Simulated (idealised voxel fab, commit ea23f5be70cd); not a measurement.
Proc. module: voxel capacitor over wiring
Square cell edge 5 nm, section width 300 nm, ID cut.
Bands, listed from the top down, are how a cross-section gets written in this document; the cross-section itself is a grid of square cells, and a band is one or more rows of them. Top height, bottom height, nm. Materials left to right, width each, nm. Single material + "full width" = fills band edge to edge. "empty" = empty. Height 0 is the level under which the wafer as received is all one material. The lowest band goes on downwards, as in "0 and below". With a width like "30->40", each row of cells in the band differs from the next by the same amount, the top row carrying the first number and the bottom row the second. Key: "remained unchanged" - step with no changed cell in the cross-section. "Fully enclosed voids" specifies each empty space that is not open to the top and that occupies no fewer than 8 cells, using the form width x height at distance, the distance measured from the left edge and all three quantities in nm. On a step's line, text after the settings is the simulator commenting on that step. overlay nm: on a step with a mask, how far right of its planned place the mask lay; negative means left.
The following list gives the planned process steps:
1,RECEIVE | material Si
2,CONFORMAL_DEP | material SiO2 | thk nm 10
3,DIRECTIONAL_DEP | material TiN | thk nm 5
4,DIRECTIONAL_DEP | material W | thk nm 20
5,DIRECTIONAL_DEP | material aC | thk nm 15
6,PATTERN | tone cover | mask id METAL_1 | material resist | width nm 30 | pitch nm 95 | thk nm 35 | overlay nm 0
7,DIRECTIONAL_ETCH | etch materials aC | depth nm 15
8,STRIP | etch materials resist
9,DIRECTIONAL_ETCH | etch materials W | depth nm 20
10,DIRECTIONAL_ETCH | etch materials TiN | depth nm 5
11,STRIP | etch materials aC
12,FILL_DEP | material SiO2 | thk nm 5
13,CMP | height nm 35
14,CONFORMAL_DEP | material SiCN | thk nm 5
15,DIRECTIONAL_DEP | material lowk | thk nm 20
16,PATTERN | tone open | mask id PLUG_1 | material resist | width nm 15 | thk nm 20 | overlay nm 0
17,DIRECTIONAL_ETCH | etch materials lowk | depth nm 20
18,DIRECTIONAL_ETCH | etch materials SiCN | depth nm 5
19,STRIP | etch materials resist
20,CONFORMAL_DEP | material TiN | thk nm 5
21,FILL_DEP | material Cu | thk nm 5
22,CMP | height nm 60
23,DIRECTIONAL_DEP | material TiN | thk nm 10
24,DIRECTIONAL_DEP | material HfO2 | thk nm 5
25,DIRECTIONAL_DEP | material TiN | thk nm 5
26,PATTERN | tone cover | mask id UPPER_PLATE | material resist | width nm 70 | thk nm 20 | overlay nm 0
27,DIRECTIONAL_ETCH | etch materials TiN | depth nm 5
28,DIRECTIONAL_ETCH | etch materials HfO2 | depth nm 5
29,STRIP | etch materials resist
30,DIRECTIONAL_DEP | material aC | thk nm 15
31,PATTERN | tone cover | mask id LOWER_PLATE | material resist | width nm 80 | thk nm 30 | overlay nm 0
32,DIRECTIONAL_ETCH | etch materials aC | depth nm 15
33,STRIP | etch materials resist
34,DIRECTIONAL_ETCH | etch materials TiN | depth nm 10
35,STRIP | etch materials aC
36,FILL_DEP | material SiO2 | thk nm 15
37,CMP | height nm 90
38,MASKED_ETCH | tone open | mask id PLUG_2 | width nm 15 | etch materials SiO2 | depth nm 10 | overlay nm 0
39,CONFORMAL_DEP | material TiN | thk nm 5
40,FILL_DEP | material Ru | thk nm 10
41,CMP | height nm 90
42,CONFORMAL_DEP | material SiN | thk nm 5
Quick note for whoever runs this: the wafers start identical, but the thk nm at step 24 isn't the same across them. The plan just shows what the first wafer had.
Cross-section, first of several wafers, as delivered after step 1:
- 0 and below  Si full width
- Fully enclosed voids: none
Quick key for the table: a row per wafer, taken at the end of the module. For each material it tells you how many cells the wafer gained (+) or lost (-) since it came in, and the closed voids come after:
thk nm 5; +4 Cu; +14 HfO2; +1 Ru; +57 SiCN; +60 SiN; +654 SiO2; +74 TiN; +48 W; +228 lowk; Fully enclosed voids: none
thk nm 10; +4 Cu; +74 HfO2; +57 SiCN; +60 SiN; +509 SiO2; +160 TiN; +48 W; +228 lowk; Fully enclosed voids: none
thk nm 15; +4 Cu; +134 HfO2; +57 SiCN; +60 SiN; +452 SiO2; +157 TiN; +48 W; +228 lowk; Fully enclosed voids: none
thk nm 20; +4 Cu; +194 HfO2; +57 SiCN; +60 SiN; +406 SiO2; +143 TiN; +48 W; +228 lowk; Fully enclosed voids: none
